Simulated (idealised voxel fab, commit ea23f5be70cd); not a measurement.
This is a process module. Its name is voxel transistor to metal.
Xsec cut, 155 nm wide, square cell size 5 nm.
Cross-section layout: square cells on a grid; listed as bands, top to bottom; a band spans one or more cell rows.
The entry gives the band's vertical extent as a top height and a bottom height in nm, then its horizontal make-up as materials from left to right, each with a width in nm. "blank" stands for empty space; a single material marked "full width" fills the band edge to edge.
Heights are reckoned from 0. Under this level, the received wafer is all of one material. The bottommost band is open-ended downward, for example "0 -> down".
The expression "30 to 40" gives the width at the extremes of the band, the first number at its top row of cells and the second at its bottom row, with the width changing by equal amounts from each row to the next in between.
You'll sometimes find "remains unaltered" written for a step, and that's the way of saying that nowhere in the cross-section did a cell change during that step.
In the "Listed closed voids" entry, you get each enclosed empty space of 8 cells or more, one with no open way to the top, written width x height at distance, distance from the left edge, in nm.
If you see something after the settings on a step's line, that's the simulator's own remark about that step.
overlay nm: step with mask; distance mask lay right of planned place; negative value = left of planned place.
[Process steps foreseen in the plan]
1,RECEIVE (material Si)
2,CONFORMAL_DEP (material SiO2; thk nm 5)
3,CONFORMAL_DEP (material SiN; thk nm 15)
4,DIRECTIONAL_DEP (material aC; thk nm 10)
5,PATTERN (tone cover; mask id ACTIVE; material resist; width nm 95; thk nm 30; overlay nm 0)
6,DIRECTIONAL_ETCH (etch materials aC; depth nm 10)
7,STRIP (etch materials resist)
8,DIRECTIONAL_ETCH (etch materials SiN; depth nm 15)
9,DIRECTIONAL_ETCH (etch materials SiO2; depth nm 5)
10,DIRECTIONAL_ETCH (etch materials Si; depth nm 20)
11,STRIP (etch materials aC)
12,FILL_DEP (material SiO2; thk nm 10)
13,CMP (height nm 20)
14,SELECTIVE_ETCH (etch materials SiO2; depth nm 10)
15,STRIP (etch materials SiN)
16,SELECTIVE_ETCH (etch materials SiO2; depth nm 5)
17,OXIDIZE (depth nm 5)
18,DIRECTIONAL_DEP (material polySi; thk nm 25)
19,DIRECTIONAL_DEP (material SiCN; thk nm 15)
20,DIRECTIONAL_DEP (material aC; thk nm 5)
21,PATTERN (tone cover; mask id GATE; material resist; width nm 15; thk nm 35; overlay nm 0)
22,DIRECTIONAL_ETCH (etch materials aC; depth nm 15)
23,STRIP (etch materials resist)
24,DIRECTIONAL_ETCH (etch materials SiCN; depth nm 25)
25,DIRECTIONAL_ETCH (etch materials polySi; depth nm 35)
26,STRIP (etch materials aC)
27,CONFORMAL_DEP (material SiO2; thk nm 5)
28,DIRECTIONAL_ETCH (etch materials SiO2; depth nm 5)
29,CONFORMAL_DEP (material SiN; thk nm 10)
30,DIRECTIONAL_ETCH (etch materials SiN; depth nm 10)
31,DIRECTIONAL_ETCH (etch materials SiO2; depth nm 5)
32,DIRECTIONAL_ETCH (etch materials Si; depth nm 10)
33,EPI (material SiGe; thk nm 10)
34,FILL_DEP (material SiO2; thk nm 10)
35,CMP (height nm 40)
36,DIRECTIONAL_DEP (material SiO2; thk nm 10)
37,DIRECTIONAL_DEP (material aC; thk nm 15)
38,PATTERN (tone open; mask id CONTACT; material resist; width nm 30; pitch nm 55; thk nm 30; overlay nm 0)
39,DIRECTIONAL_ETCH (etch materials aC; depth nm 15)
40,STRIP (etch materials resist)
41,DIRECTIONAL_ETCH (etch materials SiO2; depth nm 45)
42,STRIP (etch materials aC)
43,CONFORMAL_DEP (material TiN; thk nm 5)
44,FILL_DEP (material Ru; thk nm 10)
45,CMP (height nm 50)
46,DIRECTIONAL_DEP (material TiN; thk nm 5)
47,DIRECTIONAL_DEP (material W; thk nm 20)
48,MASKED_ETCH (tone cover; mask id METAL_1; width nm 20; pitch nm 65; etch materials W; depth nm 20; overlay nm 0)
49,MASKED_ETCH (tone cover; mask id METAL_1; width nm 20; pitch nm 65; etch materials TiN; depth nm 5; overlay nm 0)
50,FILL_DEP (material SiO2; thk nm 10)
51,CMP (height nm 75)
52,CONFORMAL_DEP (material SiN; thk nm 5)
varied across the wafers: thk nm of step 20. The plan shows the first wafer's value. All wafers start alike
[First of several wafers, received after step 1, in cross-section]
0 -> down | Si full width
Listed closed voids: none
[First of several wafers in cross-section at module end, following the final step, step 52]
80 -> 75 | SiN full width
75 -> 55 | SiO2 (35)  W (20)  SiO2 (45)  W (20)  SiO2 (35)
55 -> 50 | SiO2 (35)  TiN (20)  SiO2 (45)  TiN (20)  SiO2 (35)
50 -> 40 | SiO2 (35)  TiN (5)  Ru (20 to 10)  TiN (5 to 15)  SiO2 (25)  TiN (5 to 15)  Ru (20 to 10)  TiN (5)  SiO2 (35)
40 -> 25 | SiO2 (35)  TiN (5)  Ru (10)  TiN (5)  SiN (10)  SiO2 (5)  SiCN (15)  SiO2 (5)  SiN (10)  TiN (5)  Ru (10)  TiN (5)  SiO2 (35)
25 -> 10 | SiO2 (35)  TiN (5)  Ru (10)  TiN (5)  SiN (10)  SiO2 (5)  polySi (15)  SiO2 (5)  SiN (10)  TiN (5)  Ru (10)  TiN (5)  SiO2 (35)
10 -> 5 | SiO2 (35)  TiN (20)  SiN (10)  SiO2 (5)  polySi (15)  SiO2 (5)  SiN (10)  TiN (20)  SiO2 (35)
5 -> 0 | SiO2 (30)  SiN (10)  SiGe (15)  SiN (10)  SiO2 (5)  polySi (15)  SiO2 (5)  SiN (10)  SiGe (15)  SiN (10)  SiO2 (30)
0 -> -5 | SiO2 (40)  SiGe (15)  SiO2 (45)  SiGe (15)  SiO2 (40)
-5 -> -15 | SiO2 (30)  Si (10)  SiGe (15)  Si (45)  SiGe (15)  Si (10)  SiO2 (30)
-15 -> -20 | SiO2 (30)  Si (95)  SiO2 (30)
-20 -> down | Si full width
Listed closed voids: none
[Here we cross-sectioned the last of the wafers once the module was done]
80 -> 75 | SiN full width
75 -> 55 | SiO2 (35)  W (20)  SiO2 (45)  W (20)  SiO2 (35)
55 -> 50 | SiO2 (35)  TiN (20)  SiO2 (45)  TiN (20)  SiO2 (35)
50 -> 45 | SiO2 (35)  TiN (5)  Ru (20)  TiN (5)  SiO2 (25)  TiN (5)  Ru (20)  TiN (5)  SiO2 (35)
45 -> 40 | SiO2 (35)  TiN (30)  SiO2 (25)  TiN (30)  SiO2 (35)
40 -> 30 | SiCN full width
30 -> 25 | polySi (25)  SiCN (105)  polySi (25)
25 -> 5 | polySi full width
5 -> 0 | SiO2 (25)  polySi (105)  SiO2 (25)
0 -> -5 | SiO2 full width
-5 -> -20 | SiO2 (30)  Si (95)  SiO2 (30)
-20 -> down | Si full width
Listed closed voids: none
[Here is how to read the rows: every wafer has a row, and it shows the wafer at the end of the module, giving for each material how many cells were gained (+) or lost (-) since the wafer was received, then listing its closed voids]
thk nm 5 | +36 Ru | -79 Si | +9 SiCN | +24 SiGe | +67 SiN | +340 SiO2 | +52 TiN | +32 W | +15 polySi | Listed closed voids: none
thk nm 10 | +36 Ru | -79 Si | +9 SiCN | +24 SiGe | +67 SiN | +340 SiO2 | +52 TiN | +32 W | +15 polySi | Listed closed voids: none
thk nm 15 | +36 Ru | -79 Si | +9 SiCN | +24 SiGe | +67 SiN | +340 SiO2 | +52 TiN | +32 W | +15 polySi | Listed closed voids: none
thk nm 20 | +8 Ru | -67 Si | +83 SiCN | +31 SiN | +230 SiO2 | +24 TiN | +32 W | +155 polySi | Listed closed voids: none
thk nm 25 | +8 Ru | -67 Si | +83 SiCN | +31 SiN | +230 SiO2 | +24 TiN | +32 W | +155 polySi | Listed closed voids: none
thk nm 30 | +8 Ru | -67 Si | +83 SiCN | +31 SiN | +230 SiO2 | +24 TiN | +32 W | +155 polySi | Listed closed voids: none
